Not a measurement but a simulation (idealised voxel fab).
Herein follows the process module entitled voxel transistor to metal.
Shown is cross-section cut, with a width of 275 nm and square cells of size 5 nm.
Cross-section spec: square-cell grid; bands listed top down; each band is one or more rows.
Basically the band line says how high the top is and how high the bottom is, in nm, and then what's in it from left to right, every material with its width in nm. Empty space shows up as "empty", and if a single material carries "throughout" it runs the full band edge to edge.
It should be noted that heights are counted from 0, beneath which the wafer as supplied is of one material throughout, and that the lowest band possesses no lower boundary but continues downward, as written in "0 down".
Think of "30..40" as a width that walks from the first number to the second as you go down the band, top row to bottom row, taking equal-sized steps from row to row.
Reading "remained the same" for a step: not a cell of the cross-section changed in it.
The list in "Enclosed cavities" covers empty spaces of 8 cells or more that cannot reach the top through any open way, and it gives each as width x height at distance; the distance is from the left edge, and width, height and distance are in nm.
That trailing text on a step's line, after the settings, is the simulator's own remark on the step.
The setting "overlay nm" may be written on the line of a step. When the step uses a mask, the value reports how far to the right of the planned place the mask lay, and a negative value reports that it lay to the left.
SO HERE'S THE LINEUP OF PROCESS STEPS WE PLANNED
1,RECEIVE [material Si]
2,CONFORMAL_DEP [material SiO2] [thk nm 5]
3,CONFORMAL_DEP [material SiN] [thk nm 15]
4,DIRECTIONAL_DEP [material aC] [thk nm 10]
5,PATTERN [tone cover] [mask id ACTIVE] [material resist] [width nm 95] [pitch nm 120] [thk nm 25] [overlay nm 0]
6,DIRECTIONAL_ETCH [etch materials aC] [depth nm 10]
7,STRIP [etch materials resist]
8,DIRECTIONAL_ETCH [etch materials SiN] [depth nm 15]
9,DIRECTIONAL_ETCH [etch materials SiO2] [depth nm 5]
10,DIRECTIONAL_ETCH [etch materials Si] [depth nm 25]
11,STRIP [etch materials aC]
12,OXIDIZE [depth nm 5]
13,FILL_DEP [material SiO2] [thk nm 15]
14,CMP [height nm 20]
15,SELECTIVE_ETCH [etch materials SiO2] [depth nm 10]
16,STRIP [etch materials SiN]
17,SELECTIVE_ETCH [etch materials SiO2] [depth nm 5]
18,OXIDIZE [depth nm 5]
19,DIRECTIONAL_DEP [material polySi] [thk nm 30]
20,DIRECTIONAL_DEP [material SiCN] [thk nm 15]
21,DIRECTIONAL_DEP [material aC] [thk nm 15]
22,PATTERN [tone cover] [mask id GATE] [material resist] [width nm 25] [pitch nm 120] [thk nm 30] [overlay nm 0]
23,DIRECTIONAL_ETCH [etch materials aC] [depth nm 15]
24,STRIP [etch materials resist]
25,DIRECTIONAL_ETCH [etch materials SiCN] [depth nm 25]
26,DIRECTIONAL_ETCH [etch materials polySi] [depth nm 40]
27,STRIP [etch materials aC]
28,CONFORMAL_DEP [material SiO2] [thk nm 5]
29,DIRECTIONAL_ETCH [etch materials SiO2] [depth nm 5]
30,CONFORMAL_DEP [material SiN] [thk nm 5]
31,DIRECTIONAL_ETCH [etch materials SiN] [depth nm 5]
32,DIRECTIONAL_ETCH [etch materials SiO2] [depth nm 5]
33,EPI [material pSi] [thk nm 5]
34,FILL_DEP [material SiO2] [thk nm 5]
35,CMP [height nm 30]
36,STRIP [etch materials polySi]
37,SELECTIVE_ETCH [etch materials SiO2] [depth nm 5]
38,CONFORMAL_DEP [material HfO2] [thk nm 5]
39,CONFORMAL_DEP [material TiN] [thk nm 5]
40,FILL_DEP [material W] [thk nm 10]
41,CMP [height nm 25]
42,DIRECTIONAL_DEP [material SiO2] [thk nm 15]
43,DIRECTIONAL_DEP [material aC] [thk nm 15]
44,PATTERN [tone open] [mask id CONTACT] [material resist] [width nm 15] [thk nm 30] [overlay nm 0]
45,DIRECTIONAL_ETCH [etch materials aC] [depth nm 15]
46,STRIP [etch materials resist]
47,DIRECTIONAL_ETCH [etch materials SiO2] [depth nm 40]
48,STRIP [etch materials aC]
49,CONFORMAL_DEP [material TiN] [thk nm 5]
50,FILL_DEP [material W] [thk nm 5]
51,CMP [height nm 40]
52,CONFORMAL_DEP [material SiN] [thk nm 5]
53,DIRECTIONAL_DEP [material SiO2] [thk nm 20]
54,PATTERN [tone open] [mask id METAL_1] [material resist] [width nm 15] [thk nm 15] [overlay nm 0]
55,DIRECTIONAL_ETCH [etch materials SiO2] [depth nm 20]
56,DIRECTIONAL_ETCH [etch materials SiN] [depth nm 5]
57,STRIP [etch materials resist]
58,CONFORMAL_DEP [material TiN] [thk nm 5]
59,FILL_DEP [material Cu] [thk nm 5]
60,CMP [height nm 65]
61,CONFORMAL_DEP [material SiCN] [thk nm 5]
62,DIRECTIONAL_DEP [material lowk] [thk nm 30]
63,MASKED_ETCH [tone open] [mask id METAL_2] [width nm 15] [pitch nm 120] [etch materials lowk] [depth nm 20] [overlay nm 0]
64,PATTERN [tone open] [mask id METAL_2_HOLES] [material resist] [width nm 15] [pitch nm 120] [thk nm 20] [overlay nm 0]
65,DIRECTIONAL_ETCH [etch materials lowk] [depth nm 10]
66,DIRECTIONAL_ETCH [etch materials SiCN] [depth nm 5]
67,STRIP [etch materials resist]
68,CONFORMAL_DEP [material TiN] [thk nm 5]
69,FILL_DEP [material Cu] [thk nm 10]
70,CMP [height nm 100]
71,CONFORMAL_DEP [material SiN] [thk nm 5]
varied across the wafers: depth nm of step 17. The plan shows the first wafer's value. All wafers start alike
CROSS-SECTION OF THE FIRST OF SEVERAL WAFERS ON RECEIPT, REFLECTING COMPLETION OF STEP 1
> 0 down  Si throughout
> Enclosed cavities: none
TABULATED BELOW, WAFER BY WAFER, ARE THE END-OF-MODULE RESULTS: FOR EACH MATERIAL, THE NUMBER OF CELLS GAINED (+) OR LOST (-) RELATIVE TO THE AS-RECEIVED STATE, FOLLOWED BY THE CLOSED VOIDS
depth nm 5 | +28 Cu | +34 HfO2 | -160 Si | +49 SiCN | +122 SiN | +552 SiO2 | +168 TiN | +52 W | +294 lowk | +16 pSi | Enclosed cavities: none
depth nm 10 | +28 Cu | +34 HfO2 | -164 Si | +49 SiCN | +122 SiN | +556 SiO2 | +168 TiN | +52 W | +294 lowk | +16 pSi | Enclosed cavities: none
depth nm 15 | +28 Cu | +34 HfO2 | -168 Si | +49 SiCN | +128 SiN | +554 SiO2 | +168 TiN | +52 W | +294 lowk | +16 pSi | Enclosed cavities: none
depth nm 20 | +28 Cu | +34 HfO2 | -172 Si | +49 SiCN | +132 SiN | +554 SiO2 | +168 TiN | +52 W | +294 lowk | +16 pSi | Enclosed cavities: none
